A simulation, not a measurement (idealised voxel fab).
Process module, titled voxel capacitor over wiring
Section cut is 215 nm wide and gridded with 5 nm square cells.
Heads up, the way a cross-section reads in here is a grid of square cells, handed over as bands from the top down, with every band being one or more rows of cells.
Band: top and bottom heights (nm) first, top before bottom; then materials from left to right, widths in nm. "edge to edge" marks a sole material filling the band edge to edge. "air" denotes empty space.
Height reference: 0 = level under which incoming wafer is all one material. Lowest band: no bottom, runs on downward, e.g. "0 down".
The two numbers in a width such as "30->40" mark its ends across the band: the first belongs to the top row of cells, the second to the bottom row, and from each row to the next the width moves by the same amount.
"nothing got changed", as given for a step, is the statement that not any cell of the cross-section underwent a change during that step.
If an empty space has no open way to the top and is at least 8 cells in size, "Enclosed void list" lists it, written width x height at distance, where distance is measured from the left edge and every value is in nm.
after a step's settings: what the simulator itself notes on the step
overlay nm: where the mask lay relative to plan, measured to the right, on steps with a mask; negatives go left.
SET OUT BELOW ARE THE PLANNED STEPS OF THE PROCESS
1) RECEIVE, material Si
2) CONFORMAL_DEP, material SiO2, thk nm 15
3) CONFORMAL_DEP, material SiN, thk nm 5
4) DIRECTIONAL_DEP, material lowk, thk nm 25
5) DIRECTIONAL_DEP, material aC, thk nm 10
6) PATTERN, tone open, mask id METAL_1, material resist, width nm 25, pitch nm 75, thk nm 30, overlay nm 0
7) DIRECTIONAL_ETCH, etch materials aC, depth nm 10
8) STRIP, etch materials resist
9) DIRECTIONAL_ETCH, etch materials lowk, depth nm 25
10) DIRECTIONAL_ETCH, etch materials SiN, depth nm 5
11) STRIP, etch materials aC
12) CONFORMAL_DEP, material TiN, thk nm 5
13) FILL_DEP, material W, thk nm 10
14) CMP, height nm 45
15) EPI, material Ru, thk nm 5
16) FILL_DEP, material SiCN, thk nm 5
17) DIRECTIONAL_DEP, material SiO2, thk nm 20
18) PATTERN, tone open, mask id PLUG_1, material resist, width nm 15, thk nm 20, overlay nm 0
19) DIRECTIONAL_ETCH, etch materials SiO2, depth nm 20
20) DIRECTIONAL_ETCH, etch materials SiCN, depth nm 5
21) STRIP, etch materials resist
22) CONFORMAL_DEP, material TiN, thk nm 5
23) FILL_DEP, material Cu, thk nm 5
24) CMP, height nm 75
25) DIRECTIONAL_DEP, material TiN, thk nm 10
26) DIRECTIONAL_DEP, material HfO2, thk nm 5
27) DIRECTIONAL_DEP, material TiN, thk nm 10
28) MASKED_ETCH, tone cover, mask id UPPER_PLATE, width nm 55, etch materials TiN, depth nm 10, overlay nm 0
29) MASKED_ETCH, tone cover, mask id UPPER_PLATE, width nm 55, etch materials HfO2, depth nm 5, overlay nm 0
30) PATTERN, tone cover, mask id LOWER_PLATE, material resist, width nm 65, thk nm 20, overlay nm 0
31) DIRECTIONAL_ETCH, etch materials TiN, depth nm 10
32) STRIP, etch materials resist
33) FILL_DEP, material SiO2, thk nm 15
34) CMP, height nm 110
35) MASKED_ETCH, tone open, mask id PLUG_2, width nm 15, etch materials SiO2, depth nm 10, overlay nm 0
36) CONFORMAL_DEP, material TiN, thk nm 5
37) FILL_DEP, material Ru, thk nm 10
38) CMP, height nm 110
39) CONFORMAL_DEP, material SiN, thk nm 5
THE FIRST OF A SET OF TWO WAFERS, RUN TO PLAN
THE CROSS-SECTION HERE SHOWS THE WAFER AS RECEIVED, I.E. IN ITS STATE AFTER STEP 1
  0 down | Si edge to edge
  Enclosed void list: none
PRESENTED HERE IS A CROSS-SECTION OF THE WAFER AFTER STEP 2 HAS BEEN PERFORMED
  15 to 0 | SiO2 edge to edge
  Beneath the level 0, the cross-section is identical to its previous state.
PRESENTED HERE IS A CROSS-SECTION OF THE WAFER AFTER STEP 3 HAS BEEN PERFORMED
  20 to 15 | SiN edge to edge
  Beneath the level 15, the cross-section is identical to its previous state.
PRESENTED HERE IS A CROSS-SECTION OF THE WAFER AFTER STEP 4 HAS BEEN PERFORMED
  45 to 20 | lowk edge to edge
  Beneath the level 20, the cross-section is identical to its previous state.
PRESENTED HERE IS A CROSS-SECTION OF THE WAFER AFTER STEP 5 HAS BEEN PERFORMED
  55 to 45 | aC edge to edge
  Beneath the level 45, the cross-section is identical to its previous state.
PRESENTED HERE IS A CROSS-SECTION OF THE WAFER AFTER STEP 6 HAS BEEN PERFORMED
  85 to 55 | resist (55) | air (25) | resist (50) | air (25) | resist (60)
  Beneath the level 55, the cross-section is identical to its previous state.
PRESENTED HERE IS A CROSS-SECTION OF THE WAFER AFTER STEP 7 HAS BEEN PERFORMED
  75 to 55 | resist (55) | air (25) | resist (50) | air (25) | resist (60)
  55 to 45 | aC (55) | air (25) | aC (50) | air (25) | aC (60)
  Beneath the level 45, the cross-section is identical to its previous state.
PRESENTED HERE IS A CROSS-SECTION OF THE WAFER AFTER STEP 8 HAS BEEN PERFORMED
  55 to 45 | aC (55) | air (25) | aC (50) | air (25) | aC (60)
  Beneath the level 45, the cross-section is identical to its previous state.
PRESENTED HERE IS A CROSS-SECTION OF THE WAFER AFTER STEP 9 HAS BEEN PERFORMED
  55 to 45 | aC (55) | air (25) | aC (50) | air (25) | aC (60)
  45 to 20 | lowk (55) | air (25) | lowk (50) | air (25) | lowk (60)
  Beneath the level 20, the cross-section is identical to its previous state.
PRESENTED HERE IS A CROSS-SECTION OF THE WAFER AFTER STEP 10 HAS BEEN PERFORMED
  55 to 45 | aC (55) | air (25) | aC (50) | air (25) | aC (60)
  45 to 20 | lowk (55) | air (25) | lowk (50) | air (25) | lowk (60)
  20 to 15 | SiN (55) | air (25) | SiN (50) | air (25) | SiN (60)
  Beneath the level 15, the cross-section is identical to its previous state.
PRESENTED HERE IS A CROSS-SECTION OF THE WAFER AFTER STEP 11 HAS BEEN PERFORMED
  45 to 20 | lowk (55) | air (25) | lowk (50) | air (25) | lowk (60)
  Beneath the level 20, the cross-section is identical to its previous state.
PRESENTED HERE IS A CROSS-SECTION OF THE WAFER AFTER STEP 12 HAS BEEN PERFORMED
  50 to 45 | TiN (60) | air (15) | TiN (60) | air (15) | TiN (65)
  45 to 20 | lowk (55) | TiN (5) | air (15) | TiN (5) | lowk (50) | TiN (5) | air (15) | TiN (5) | lowk (60)
  20 to 15 | SiN (55) | TiN (25) | SiN (50) | TiN (25) | SiN (60)
  Beneath the level 15, the cross-section is identical to its previous state.
PRESENTED HERE IS A CROSS-SECTION OF THE WAFER AFTER STEP 13 HAS BEEN PERFORMED
  60 to 50 | W edge to edge
  50 to 45 | TiN (60) | W (15) | TiN (60) | W (15) | TiN (65)
  45 to 20 | lowk (55) | TiN (5) | W (15) | TiN (5) | lowk (50) | TiN (5) | W (15) | TiN (5) | lowk (60)
  Beneath the level 20, the cross-section is identical to its previous state.
PRESENTED HERE IS A CROSS-SECTION OF THE WAFER AFTER STEP 14 HAS BEEN PERFORMED
  45 to 20 | lowk (55) | TiN (5) | W (15) | TiN (5) | lowk (50) | TiN (5) | W (15) | TiN (5) | lowk (60)
  Beneath the level 20, the cross-section is identical to its previous state.
PRESENTED HERE IS A CROSS-SECTION OF THE WAFER AFTER STEP 15 HAS BEEN PERFORMED
  50 to 45 | air (50) | Ru (35) | air (40) | Ru (35) | air (55)
  Beneath the level 45, the cross-section is identical to its previous state.
PRESENTED HERE IS A CROSS-SECTION OF THE WAFER AFTER STEP 16 HAS BEEN PERFORMED
  55 to 50 | SiCN edge to edge
  50 to 45 | SiCN (50) | Ru (35) | SiCN (40) | Ru (35) | SiCN (55)
  Beneath the level 45, the cross-section is identical to its previous state.
PRESENTED HERE IS A CROSS-SECTION OF THE WAFER AFTER STEP 17 HAS BEEN PERFORMED
  75 to 55 | SiO2 edge to edge
  Beneath the level 55, the cross-section is identical to its previous state.
PRESENTED HERE IS A CROSS-SECTION OF THE WAFER AFTER STEP 18 HAS BEEN PERFORMED
  95 to 75 | resist (65) | air (15) | resist (135)
  Beneath the level 75, the cross-section is identical to its previous state.
PRESENTED HERE IS A CROSS-SECTION OF THE WAFER AFTER STEP 19 HAS BEEN PERFORMED
  95 to 75 | resist (65) | air (15) | resist (135)
  75 to 55 | SiO2 (65) | air (15) | SiO2 (135)
  Beneath the level 55, the cross-section is identical to its previous state.
PRESENTED HERE IS A CROSS-SECTION OF THE WAFER AFTER STEP 20 HAS BEEN PERFORMED
  95 to 75 | resist (65) | air (15) | resist (135)
  75 to 55 | SiO2 (65) | air (15) | SiO2 (135)
  55 to 50 | SiCN (65) | air (15) | SiCN (135)
  Beneath the level 50, the cross-section is identical to its previous state.
PRESENTED HERE IS A CROSS-SECTION OF THE WAFER AFTER STEP 21 HAS BEEN PERFORMED
  75 to 55 | SiO2 (65) | air (15) | SiO2 (135)
  Beneath the level 55, the cross-section is identical to its previous state.
PRESENTED HERE IS A CROSS-SECTION OF THE WAFER AFTER STEP 22 HAS BEEN PERFORMED
  80 to 75 | TiN (70) | air (5) | TiN (140)
  75 to 55 | SiO2 (65) | TiN (5) | air (5) | TiN (5) | SiO2 (135)
  55 to 50 | SiCN (65) | TiN (15) | SiCN (135)
  Beneath the level 50, the cross-section is identical to its previous state.
PRESENTED HERE IS A CROSS-SECTION OF THE WAFER AFTER STEP 23 HAS BEEN PERFORMED
  85 to 80 | Cu edge to edge
  80 to 75 | TiN (70) | Cu (5) | TiN (140)
  75 to 55 | SiO2 (65) | TiN (5) | Cu (5) | TiN (5) | SiO2 (135)
  Beneath the level 55, the cross-section is identical to its previous state.
PRESENTED HERE IS A CROSS-SECTION OF THE WAFER AFTER STEP 24 HAS BEEN PERFORMED
  75 to 55 | SiO2 (65) | TiN (5) | Cu (5) | TiN (5) | SiO2 (135)
  Beneath the level 55, the cross-section is identical to its previous state.
PRESENTED HERE IS A CROSS-SECTION OF THE WAFER AFTER STEP 25 HAS BEEN PERFORMED
  85 to 75 | TiN edge to edge
  Beneath the level 75, the cross-section is identical to its previous state.
PRESENTED HERE IS A CROSS-SECTION OF THE WAFER AFTER STEP 26 HAS BEEN PERFORMED
  90 to 85 | HfO2 edge to edge
  Beneath the level 85, the cross-section is identical to its previous state.
PRESENTED HERE IS A CROSS-SECTION OF THE WAFER AFTER STEP 27 HAS BEEN PERFORMED
  100 to 90 | TiN edge to edge
  Beneath the level 90, the cross-section is identical to its previous state.
PRESENTED HERE IS A CROSS-SECTION OF THE WAFER AFTER STEP 28 HAS BEEN PERFORMED
  100 to 90 | air (65) | TiN (55) | air (95)
  Beneath the level 90, the cross-section is identical to its previous state.
PRESENTED HERE IS A CROSS-SECTION OF THE WAFER AFTER STEP 29 HAS BEEN PERFORMED
  100 to 90 | air (65) | TiN (55) | air (95)
  90 to 85 | air (65) | HfO2 (55) | air (95)
  Beneath the level 85, the cross-section is identical to its previous state.
PRESENTED HERE IS A CROSS-SECTION OF THE WAFER AFTER STEP 30 HAS BEEN PERFORMED
  120 to 100 | air (60) | resist (65) | air (90)
  100 to 90 | air (60) | resist (5) | TiN (55) | resist (5) | air (90)
  90 to 85 | air (60) | resist (5) | HfO2 (55) | resist (5) | air (90)
  Beneath the level 85, the cross-section is identical to its previous state.
PRESENTED HERE IS A CROSS-SECTION OF THE WAFER AFTER STEP 31 HAS BEEN PERFORMED
  120 to 100 | air (60) | resist (65) | air (90)
  100 to 90 | air (60) | resist (5) | TiN (55) | resist (5) | air (90)
  90 to 85 | air (60) | resist (5) | HfO2 (55) | resist (5) | air (90)
  85 to 75 | air (60) | TiN (65) | air (90)
  Beneath the level 75, the cross-section is identical to its previous state.
PRESENTED HERE IS A CROSS-SECTION OF THE WAFER AFTER STEP 32 HAS BEEN PERFORMED
  100 to 90 | air (65) | TiN (55) | air (95)
  90 to 85 | air (65) | HfO2 (55) | air (95)
  Beneath the level 85, the cross-section is identical to its previous state.
PRESENTED HERE IS A CROSS-SECTION OF THE WAFER AFTER STEP 33 HAS BEEN PERFORMED
  115 to 100 | SiO2 edge to edge
  100 to 90 | SiO2 (65) | TiN (55) | SiO2 (95)
  90 to 85 | SiO2 (65) | HfO2 (55) | SiO2 (95)
  85 to 75 | SiO2 (60) | TiN (65) | SiO2 (90)
  Beneath the level 75, the cross-section is identical to its previous state.
PRESENTED HERE IS A CROSS-SECTION OF THE WAFER AFTER STEP 34 HAS BEEN PERFORMED
  110 to 100 | SiO2 edge to edge
  Beneath the level 100, the cross-section is identical to its previous state.
PRESENTED HERE IS A CROSS-SECTION OF THE WAFER AFTER STEP 35 HAS BEEN PERFORMED
  110 to 100 | SiO2 (75) | air (15) | SiO2 (125)
  Beneath the level 100, the cross-section is identical to its previous state.
PRESENTED HERE IS A CROSS-SECTION OF THE WAFER AFTER STEP 36 HAS BEEN PERFORMED
  115 to 110 | TiN (80) | air (5) | TiN (130)
  110 to 105 | SiO2 (75) | TiN (5) | air (5) | TiN (5) | SiO2 (125)
  105 to 100 | SiO2 (75) | TiN (15) | SiO2 (125)
  Beneath the level 100, the cross-section is identical to its previous state.
PRESENTED HERE IS A CROSS-SECTION OF THE WAFER AFTER STEP 37 HAS BEEN PERFORMED
  125 to 115 | Ru edge to edge
  115 to 110 | TiN (80) | Ru (5) | TiN (130)
  110 to 105 | SiO2 (75) | TiN (5) | Ru (5) | TiN (5) | SiO2 (125)
  Beneath the level 105, the cross-section is identical to its previous state.
PRESENTED HERE IS A CROSS-SECTION OF THE WAFER AFTER STEP 38 HAS BEEN PERFORMED
  110 to 105 | SiO2 (75) | TiN (5) | Ru (5) | TiN (5) | SiO2 (125)
  Beneath the level 105, the cross-section is identical to its previous state.
PRESENTED HERE IS A CROSS-SECTION OF THE WAFER AFTER STEP 39 HAS BEEN PERFORMED
  115 to 110 | SiN edge to edge
  Beneath the level 110, the cross-section is identical to its previous state.
IT IS TO BE NOTED THAT THE SECOND WAFER PROCEEDED FROM THE SAME INITIAL STATE AND ACCORDING TO THE SAME PLAN AS THE FIRST, ALTHOUGH ONE MISTAKE WAS COMMITTED IN ITS EXECUTION; THROUGH STEP 34, INCLUSIVE, THE TWO WAFERS SHARE AN IDENTICAL HISTORY
CROSS-SECTION OF THE SECOND WAFER CORRESPONDING TO THE PLANNED CONCLUSION OF STEP 35
  110 to 100 | SiO2 (65) | air (15) | SiO2 (135)
  Beneath the level 100, the cross-section is identical to its previous state.
CROSS-SECTION OF THE SECOND WAFER CORRESPONDING TO THE PLANNED CONCLUSION OF STEP 36
  115 to 110 | TiN (70) | air (5) | TiN (140)
  110 to 105 | SiO2 (65) | TiN (5) | air (5) | TiN (5) | SiO2 (135)
  105 to 100 | SiO2 (65) | TiN (15) | SiO2 (135)
  Beneath the level 100, the cross-section is identical to its previous state.
CROSS-SECTION OF THE SECOND WAFER CORRESPONDING TO THE PLANNED CONCLUSION OF STEP 37
  125 to 115 | Ru edge to edge
  115 to 110 | TiN (70) | Ru (5) | TiN (140)
  110 to 105 | SiO2 (65) | TiN (5) | Ru (5) | TiN (5) | SiO2 (135)
  Beneath the level 105, the cross-section is identical to its previous state.
CROSS-SECTION OF THE SECOND WAFER CORRESPONDING TO THE PLANNED CONCLUSION OF STEP 38
  110 to 105 | SiO2 (65) | TiN (5) | Ru (5) | TiN (5) | SiO2 (135)
  Beneath the level 105, the cross-section is identical to its previous state.
CROSS-SECTION OF THE SECOND WAFER CORRESPONDING TO THE PLANNED CONCLUSION OF STEP 39
  115 to 110 | SiN edge to edge
  Beneath the level 110, the cross-section is identical to its previous state.
The plan and the run diverged here: step 35 off recipe, ran as MASKED_ETCH, tone open, mask id PLUG_2, width nm 15, etch materials SiO2, depth nm 10, overlay nm -10
Tallied in cells, the final second wafer holds each material in the same quantity as the first, although not at the same places.
